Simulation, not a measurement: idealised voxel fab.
voxel local oxidation: a process module
Pictured: cross-section cut, 250 nm wide, on a grid of 5 nm square cells.
A cross-section is a grid of square cells, given in bands from the top down. A band is one or more rows of cells. Heads up on the band format: heights come first, top then bottom, in nm. After that it's the materials left to right, each with its width in nm. A single material flagged "full width" fills the whole band edge to edge, and "empty" means there's empty space there. For the purposes of this specification, 0 denotes the height below which the wafer in its as-received condition is composed wholly of one material, and the lowermost band, lacking a lower limit, extends downward without end, as expressed in "from 0 down". The expression "30 to 40" gives the width at the extremes of the band, the first number at its top row of cells and the second at its bottom row, with the width changing by equal amounts from each row to the next in between. Where the words "no modifications" appear for a step, the cross-section shows no cell changed by that step; every cell remained as before. Empty spaces without an open route to the top, at least 8 cells in extent, make up the entry "Sealed internal cavities"; each is given as width x height at distance, where the distance is measured from the left edge, and all are in nm. Step line, after settings: the simulator's comment on this step. A step line may carry the setting "overlay nm", which, for steps involving a mask, states the distance by which the mask lay to the right of its intended position; negative values denote displacement to the left.
The process steps that were planned are listed below:
1 RECEIVE (material Si)
2 OXIDIZE (depth nm 5)
3 CONFORMAL_DEP (material SiN; thk nm 15)
4 DIRECTIONAL_DEP (material aC; thk nm 15)
5 PATTERN (tone cover; mask id ACTIVE; material resist; width nm 95; thk nm 35; overlay nm 0)
6 DIRECTIONAL_ETCH (etch materials aC; depth nm 15)
7 STRIP (etch materials resist)
8 DIRECTIONAL_ETCH (etch materials SiN; depth nm 15)
9 STRIP (etch materials aC)
10 SELECTIVE_ETCH (etch materials SiO2; depth nm 5)
11 OXIDIZE (depth nm 10)
12 STRIP (etch materials SiN)
So this is the incoming wafer in cross-section - it's already been through step 1:
from 0 down | Si full width
Sealed internal cavities: none
One mistake in running the module, otherwise start and plan as above: cross-section at the end:
from 0 to -5 | 90 nm empty, then 85 nm SiO2, then 75 nm empty
from -5 to -15 | 100 nm SiO2, then 65 nm Si, then 85 nm SiO2
from -15 down | Si full width
Sealed internal cavities: none
Short version of what went wrong: step 5 was not run as planned; what actually ran was PATTERN (tone cover; mask id ACTIVE; material resist; width nm 95; thk nm 35; overlay nm 10)
